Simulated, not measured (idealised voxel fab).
You're looking at the process module voxel self aligned vias.
255 nm wide, 5 nm square cells: that's cross-section cut.
Square cells in a grid make up a cross-section in this document, and the grid is given as bands, listed from the top down, each one or more rows of cells.
Band: top height; bottom height; in nm. Then, left to right: material with width in nm, for each material. "everywhere": a single material spanning edge to edge. "empty": empty space.
The level at which height equals 0 is the one under which the wafer, as it arrives, is entirely one material. No lower edge exists for the bottom band, which continues downward and is notated as in "0..down".
When a width is written as two numbers, as in "30->40", the first number is the width in the top row of cells of the band and the second is the width in its bottom row, and the width changes by the same amount from each row to the next.
No cell of the cross-section changed in a step that is given as "no alterations made".
Heads up: "Catalogued sealed voids" only lists the empty pockets with no open path to the top that are 8 cells or more, and it writes them as width x height at distance, distance from the left edge, in nm.
On each step's line, the part that comes after the settings is the simulator's own comment on the step.
The line of a step may include "overlay nm". On a step with a mask, this value is how far to the right of its planned place the mask lay. A negative value means the mask lay to the left.
Steps in the process plan:
- 1: RECEIVE with material Si
- 2: CONFORMAL_DEP with material SiO2, thk nm 10
- 3: CONFORMAL_DEP with material SiCN, thk nm 5
- 4: DIRECTIONAL_DEP with material lowk, thk nm 25
- 5: DIRECTIONAL_DEP with material aC, thk nm 10
- 6: PATTERN with tone open, mask id LINES, material resist, width nm 25, pitch nm 65, thk nm 25, overlay nm 0
- 7: DIRECTIONAL_ETCH with etch materials aC, depth nm 10
- 8: STRIP with etch materials resist
- 9: DIRECTIONAL_ETCH with etch materials lowk, depth nm 25
- 10: STRIP with etch materials aC
- 11: CONFORMAL_DEP with material TiN, thk nm 5
- 12: FILL_DEP with material W, thk nm 10
- 13: CMP with height nm 40
- 14: SELECTIVE_ETCH with etch materials W Ru TiN, depth nm 5
- 15: FILL_DEP with material SiN, thk nm 5
- 16: CMP with height nm 40
- 17: DIRECTIONAL_DEP with material lowk, thk nm 15
- 18: MASKED_ETCH with tone open, mask id VIAS, width nm 45, pitch nm 130, etch materials lowk, depth nm 15, overlay nm 0
- 19: MASKED_ETCH with tone open, mask id VIAS, width nm 45, pitch nm 130, etch materials SiN, depth nm 5, overlay nm -15
- 20: CONFORMAL_DEP with material TiN, thk nm 5
- 21: FILL_DEP with material Ru, thk nm 5
- 22: CMP with height nm 55
- 23: CONFORMAL_DEP with material SiN, thk nm 5
For clarity, it should be stated that the wafers under discussion commence in an identical condition and differ with respect to the overlay nm of step 19, the plan indicating the value that the first wafer had.
This is how the first of several wafers looked in cross-section when it arrived, which is after step 1:
0..down | Si everywhere
Catalogued sealed voids: none
Wafer rows, end of module: cells per material gained (+) or lost (-) since receipt; closed voids last:
overlay nm -15 | +32 Ru | +51 SiCN | +58 SiN | +102 SiO2 | +63 TiN | +27 W | +279 lowk | Catalogued sealed voids: none
overlay nm -10 | +34 Ru | +51 SiCN | +56 SiN | +102 SiO2 | +63 TiN | +27 W | +279 lowk | Catalogued sealed voids: none
overlay nm -5 | +34 Ru | +51 SiCN | +56 SiN | +102 SiO2 | +63 TiN | +27 W | +279 lowk | Catalogued sealed voids: none
overlay nm 0 | +34 Ru | +51 SiCN | +56 SiN | +102 SiO2 | +63 TiN | +27 W | +279 lowk | Catalogued sealed voids: none
overlay nm 5 | +34 Ru | +51 SiCN | +56 SiN | +102 SiO2 | +63 TiN | +27 W | +279 lowk | Catalogued sealed voids: none
overlay nm 10 | +34 Ru | +51 SiCN | +56 SiN | +102 SiO2 | +63 TiN | +27 W | +279 lowk | Catalogued sealed voids: none
overlay nm 15 | +32 Ru | +51 SiCN | +58 SiN | +102 SiO2 | +63 TiN | +27 W | +279 lowk | Catalogued sealed voids: none
